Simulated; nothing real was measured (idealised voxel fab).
process module | voxel capacitor over wiring
cross-section cut | 245 nm wide | cells 5 nm
A cross-section is a grid of square cells, given in bands from the top down. A band is one or more rows of cells.
Each band's line starts with the height of the band's top and of its bottom, in nm. Then come its materials from left to right, each with its width in nm. One material with "throughout" fills the band from edge to edge. "air" is empty space.
Height 0 is the level under which the wafer as received is all one material. The lowest band goes on downwards, as in "0 down".
A width such as "30 to 40" changes by the same amount from each row of cells to the next, from the band's top row to its bottom row.
"no change" after a step means that no cell of the cross-section changed.
closed voids: empty space of 8 cells or more with no open way to the top, each as width x height at its distance from the left edge, in nm
after a step's settings: what the simulator itself notes on the step
overlay nm, on a step with a mask: how far to the right of its planned place the mask lay; to the left if negative
plan
1 op RECEIVE | material Si
2 op CONFORMAL_DEP | material SiO2 | thk nm 15
3 op CONFORMAL_DEP | material SiN | thk nm 5
4 op DIRECTIONAL_DEP | material SiO2 | thk nm 25
5 op DIRECTIONAL_DEP | material aC | thk nm 10
6 op PATTERN | tone open | mask id METAL_1 | material resist | width nm 30 | pitch nm 95 | thk nm 30 | overlay nm 0
7 op DIRECTIONAL_ETCH | etch materials aC | depth nm 10
8 op STRIP | etch materials resist
9 op DIRECTIONAL_ETCH | etch materials SiO2 | depth nm 25
10 op DIRECTIONAL_ETCH | etch materials SiN | depth nm 5
11 op STRIP | etch materials aC
12 op CONFORMAL_DEP | material TiN | thk nm 5
13 op FILL_DEP | material Cu | thk nm 10
14 op CMP | height nm 45
15 op CONFORMAL_DEP | material SiCN | thk nm 5
16 op DIRECTIONAL_DEP | material SiO2 | thk nm 15
17 op PATTERN | tone open | mask id PLUG_1 | material resist | width nm 15 | thk nm 20 | overlay nm 0
18 op DIRECTIONAL_ETCH | etch materials SiO2 | depth nm 15
19 op DIRECTIONAL_ETCH | etch materials SiCN | depth nm 5
20 op STRIP | etch materials resist
21 op CONFORMAL_DEP | material TiN | thk nm 5
22 op FILL_DEP | material Cu | thk nm 10
23 op CMP | height nm 65
24 op DIRECTIONAL_DEP | material TiN | thk nm 10
25 op DIRECTIONAL_DEP | material HfO2 | thk nm 5
26 op DIRECTIONAL_DEP | material TiN | thk nm 5
27 op PATTERN | tone cover | mask id UPPER_PLATE | material resist | width nm 70 | thk nm 15 | overlay nm 0
28 op DIRECTIONAL_ETCH | etch materials TiN | depth nm 5
29 op DIRECTIONAL_ETCH | etch materials HfO2 | depth nm 5
30 op STRIP | etch materials resist
31 op DIRECTIONAL_DEP | material aC | thk nm 10
32 op PATTERN | tone cover | mask id LOWER_PLATE | material resist | width nm 80 | thk nm 30 | overlay nm 0
33 op DIRECTIONAL_ETCH | etch materials aC | depth nm 10
34 op STRIP | etch materials resist
35 op DIRECTIONAL_ETCH | etch materials TiN | depth nm 10
36 op STRIP | etch materials aC
37 op FILL_DEP | material SiO2 | thk nm 15
38 op CMP | height nm 95
39 op DIRECTIONAL_DEP | material aC | thk nm 15
40 op PATTERN | tone open | mask id PLUG_2 | material resist | width nm 15 | thk nm 35 | overlay nm 0
41 op DIRECTIONAL_ETCH | etch materials aC | depth nm 15
42 op STRIP | etch materials resist
43 op DIRECTIONAL_ETCH | etch materials SiO2 | depth nm 10
44 op STRIP | etch materials aC
45 op CONFORMAL_DEP | material TiN | thk nm 5
46 op FILL_DEP | material W | thk nm 10
47 op CMP | height nm 95
48 op CONFORMAL_DEP | material SiN | thk nm 5
as received, after step 1
  0 down: Si throughout
  closed voids: none
a wafer at the end: this start, this plan, one mistake
  100 to 95: SiN throughout
  95 to 90: SiO2 85 | TiN 5 | W 5 | TiN 5 | SiO2 145
  90 to 80: SiO2 85 to 75 | TiN 15 to 70 | SiO2 145 to 100
  80 to 75: SiO2 75 | HfO2 70 | SiO2 100
  75 to 65: SiO2 70 | TiN 80 | SiO2 95
  65 to 50: SiO2 75 | TiN 5 | Cu 5 | TiN 5 | SiO2 155
  50 to 45: SiCN 75 | TiN 15 | SiCN 155
  45 to 40: SiN 60 | TiN 30 | SiN 65 | TiN 30 | SiN 60
  40 to 0: SiO2 throughout
  0 down: Si throughout
  closed voids: none
what went wrong: steps 3 and 4 were swapped
